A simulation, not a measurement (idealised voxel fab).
The process module presented herein is designated voxel self aligned vias.
The width of the displayed cross-section, cut, is 275 nm; its cells are square, with a size of 5 nm.
How to read a cross-section here: the picture is a grid of square cells, written as bands going from the top down, and any band can span one or more rows of cells. In this notation a band is specified by the heights of its top and bottom, in that order and in nm, after which its materials appear from left to right, each paired with its width in nm. The word "edge to edge" attached to a single material means that material fills the band from edge to edge; the word "empty" stands for empty space. All heights in this document are referenced to 0, defined as the level beneath which the wafer, as received, consists entirely of one material. The lowest band is not bounded below; it extends indefinitely downward and is written in the form "top 0, no bottom". Width: "30..40" (first number = top row, second number = bottom row, same change from row to row of cells). Where a step carries "no change", the cross-section came out of it unchanged, cell for cell. Basically, "Cavities, closed" tells you about the enclosed voids: empty spaces with no open way to the top, 8 cells or bigger, each written width x height at distance, where distance is from the left edge, all in nm. Heads up: the bit after the settings on a step's line is the simulator's remark on that step. Among the settings permitted on a step's line is "overlay nm"; applied to a step with a mask, it specifies the extent to which the mask lay to the right of its planned position, whereas a negative figure signifies a position to the left.
## The planned process steps are enumerated hereunder
1 RECEIVE | material Si
2 CONFORMAL_DEP | material SiO2 | thk nm 15
3 CONFORMAL_DEP | material SiCN | thk nm 5
4 DIRECTIONAL_DEP | material SiO2 | thk nm 20
5 PATTERN | tone open | mask id LINES | material resist | width nm 20 | pitch nm 70 | thk nm 15 | overlay nm 0
6 DIRECTIONAL_ETCH | etch materials SiO2 | depth nm 20
7 STRIP | etch materials resist
8 CONFORMAL_DEP | material TiN | thk nm 5
9 FILL_DEP | material W | thk nm 5
10 CMP | height nm 40
11 SELECTIVE_ETCH | etch materials W Ru TiN | depth nm 5
12 FILL_DEP | material SiN | thk nm 5
13 CMP | height nm 40
14 DIRECTIONAL_DEP | material SiO2 | thk nm 15
15 PATTERN | tone open | mask id VIAS | material resist | width nm 40 | pitch nm 140 | thk nm 15 | overlay nm 0
16 DIRECTIONAL_ETCH | etch materials SiO2 | depth nm 15
17 DIRECTIONAL_ETCH | etch materials SiN | depth nm 5
18 STRIP | etch materials resist
19 CONFORMAL_DEP | material TiN | thk nm 5
20 FILL_DEP | material Cu | thk nm 10
21 CMP | height nm 55
22 CONFORMAL_DEP | material SiN | thk nm 5
## As-received state of the wafer in cross-section, equivalent to post-step 1
	top 0, no bottom  Si edge to edge
	Cavities, closed: none
## End-of-module cross-section of the first of two wafers, processed as planned
	top 60, bottom 55  SiN edge to edge
	top 55, bottom 45  SiO2: 45, TiN: 5, Cu: 30, TiN: 5, SiO2: 100, TiN: 5, Cu: 30, TiN: 5, SiO2: 50
	top 45, bottom 40  SiO2: 45, TiN: 15, Cu: 10, TiN: 15, SiO2: 100, TiN: 15, Cu: 10, TiN: 15, SiO2: 50
	top 40, bottom 35  SiO2: 55, TiN: 20, SiO2: 50, SiN: 20, SiO2: 50, TiN: 20, SiO2: 60
	top 35, bottom 25  SiO2: 55, TiN: 5, W: 10, TiN: 5, SiO2: 50, TiN: 5, W: 10, TiN: 5, SiO2: 50, TiN: 5, W: 10, TiN: 5, SiO2: 60
	top 25, bottom 20  SiO2: 55, TiN: 20, SiO2: 50, TiN: 20, SiO2: 50, TiN: 20, SiO2: 60
	top 20, bottom 15  SiCN edge to edge
	top 15, bottom 0  SiO2 edge to edge
	top 0, no bottom  Si edge to edge
	Cavities, closed: none
## Cross-section, wafer two of two, end of module: same start and plan as wafer one, one error in execution
	top 60, bottom 55  SiN edge to edge
	top 55, bottom 45  SiO2: 45, TiN: 5, Cu: 30, TiN: 5, SiO2: 100, TiN: 5, Cu: 30, TiN: 5, SiO2: 50
	top 45, bottom 40  SiO2: 45, TiN: 15, Cu: 10, TiN: 15, SiO2: 100, TiN: 15, Cu: 10, TiN: 15, SiO2: 50
	top 40, bottom 35  SiO2: 55, TiN: 20, SiO2: 50, SiN: 20, SiO2: 50, TiN: 20, SiO2: 60
	top 35, bottom 25  SiO2: 55, SiN: 20, SiO2: 50, SiN: 20, SiO2: 50, SiN: 20, SiO2: 60
	top 25, bottom 20  SiO2: 55, TiN: 20, SiO2: 50, TiN: 20, SiO2: 50, TiN: 20, SiO2: 60
	top 20, bottom 15  SiCN edge to edge
	top 15, bottom 0  SiO2 edge to edge
	top 0, no bottom  Si edge to edge
	Cavities, closed: none
Want to know what went wrong? planned and actual differ for step 11; actual: SELECTIVE_ETCH | etch materials W Ru TiN | depth nm 15
End check, counted in cells, second wafer has more or fewer of these materials than the first: +24 SiN, -12 TiN, -12 W
